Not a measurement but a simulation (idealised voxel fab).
Module name: voxel capacitor over wiring (process module)
Square cells of 5 nm make up the cross-section cut, whose width is 255 nm.
This document writes a cross-section as a grid whose cells are square, and gives it as bands, listed from the top down; one or more rows of cells form a band.
Look at the band entry: it leads with the top's height and the bottom's height in nm. Then it lists the materials left to right, with a width in nm for each. The word "throughout" on a single material says that material fills the band edge to edge. The word "air" is empty space.
The reference from which all heights are counted is 0, the level beneath which the as-received wafer is entirely one material; the lowest band, having no lower bound, proceeds downward and is written after the example "top 0, no bottom".
A two-number width, for instance "30..40", indicates that the width is equal to the first number in the top row of the band and to the second number in the bottom row, and that it changes by a constant amount per row of cells.
"identical to before" -> step changed no cross-section cell.
Basically, "Closed void register" tells you about the enclosed voids: empty spaces with no open way to the top, 8 cells or bigger, each written width x height at distance, where distance is from the left edge, all in nm.
Heads up: the bit after the settings on a step's line is the simulator's remark on that step.
Each step line may optionally specify "overlay nm", which for a step with a mask gives the rightward distance between the mask's planned place and where it lay, a negative value indicating the leftward direction.
[plan]
step 1: RECEIVE | material Si
step 2: CONFORMAL_DEP | material SiO2 | thk nm 15
step 3: DIRECTIONAL_DEP | material TiN | thk nm 5
step 4: DIRECTIONAL_DEP | material W | thk nm 15
step 5: MASKED_ETCH | tone cover | mask id METAL_1 | width nm 25 | pitch nm 85 | etch materials W | depth nm 15 | overlay nm 0
step 6: MASKED_ETCH | tone cover | mask id METAL_1 | width nm 25 | pitch nm 85 | etch materials TiN | depth nm 5 | overlay nm 0
step 7: CONFORMAL_DEP | material SiCN | thk nm 5
step 8: FILL_DEP | material lowk | thk nm 10
step 9: CMP | height nm 35
step 10: CONFORMAL_DEP | material SiCN | thk nm 5
step 11: DIRECTIONAL_DEP | material lowk | thk nm 10
step 12: DIRECTIONAL_DEP | material aC | thk nm 15
step 13: PATTERN | tone open | mask id PLUG_1 | material resist | width nm 15 | thk nm 30 | overlay nm 0
step 14: DIRECTIONAL_ETCH | etch materials aC | depth nm 15
step 15: STRIP | etch materials resist
step 16: DIRECTIONAL_ETCH | etch materials lowk | depth nm 10
step 17: DIRECTIONAL_ETCH | etch materials SiCN | depth nm 5
step 18: STRIP | etch materials aC
step 19: CONFORMAL_DEP | material TiN | thk nm 5
step 20: FILL_DEP | material Cu | thk nm 5
step 21: CMP | height nm 50
step 22: DIRECTIONAL_DEP | material TiN | thk nm 5
step 23: DIRECTIONAL_DEP | material HfO2 | thk nm 5
step 24: DIRECTIONAL_DEP | material TiN | thk nm 10
step 25: DIRECTIONAL_DEP | material aC | thk nm 15
step 26: PATTERN | tone cover | mask id UPPER_PLATE | material resist | width nm 65 | thk nm 35 | overlay nm 0
step 27: DIRECTIONAL_ETCH | etch materials aC | depth nm 15
step 28: STRIP | etch materials resist
step 29: DIRECTIONAL_ETCH | etch materials TiN | depth nm 10
step 30: DIRECTIONAL_ETCH | etch materials HfO2 | depth nm 5
step 31: STRIP | etch materials aC
step 32: DIRECTIONAL_DEP | material aC | thk nm 15
step 33: PATTERN | tone cover | mask id LOWER_PLATE | material resist | width nm 75 | thk nm 30 | overlay nm 0
step 34: DIRECTIONAL_ETCH | etch materials aC | depth nm 15
step 35: STRIP | etch materials resist
step 36: DIRECTIONAL_ETCH | etch materials TiN | depth nm 5
step 37: STRIP | etch materials aC
step 38: FILL_DEP | material SiO2 | thk nm 20
step 39: CMP | height nm 85
step 40: PATTERN | tone open | mask id PLUG_2 | material resist | width nm 15 | thk nm 15 | overlay nm 0
step 41: DIRECTIONAL_ETCH | etch materials SiO2 | depth nm 15
step 42: STRIP | etch materials resist
step 43: CONFORMAL_DEP | material TiN | thk nm 5
step 44: FILL_DEP | material Cu | thk nm 5
step 45: CMP | height nm 85
step 46: CONFORMAL_DEP | material SiCN | thk nm 5
[Shown in cross-section is the wafer as received, that is, as it stands after step 1]
top 0, no bottom | Si throughout
Closed void register: none
[Starting structure and process plan are as shown above, but one mistake was made in running the module; the wafer cross-section at the end of the module follows]
top 90, bottom 85 | SiCN throughout
top 85, bottom 75 | SiO2 90 nm; TiN 5 nm; Cu 5 nm; TiN 5 nm; SiO2 150 nm
top 75, bottom 70 | SiO2 90 nm; TiN 15 nm; SiO2 150 nm
top 70, bottom 60 | SiO2 80 nm; TiN 65 nm; SiO2 110 nm
top 60, bottom 55 | SiO2 80 nm; HfO2 65 nm; SiO2 110 nm
top 55, bottom 50 | SiO2 75 nm; TiN 75 nm; SiO2 105 nm
top 50, bottom 40 | lowk 80 nm; TiN 5 nm; Cu 5 nm; TiN 5 nm; lowk 160 nm
top 40, bottom 35 | SiCN 80 nm; TiN 15 nm; SiCN 160 nm
top 35, bottom 30 | SiCN 70 nm; TiN 25 nm; SiCN 60 nm; TiN 25 nm; SiCN 75 nm
top 30, bottom 0 | SiO2 throughout
top 0, no bottom | Si throughout
Closed void register: none
Short version of what went wrong: twice, step 2 of the plan was run
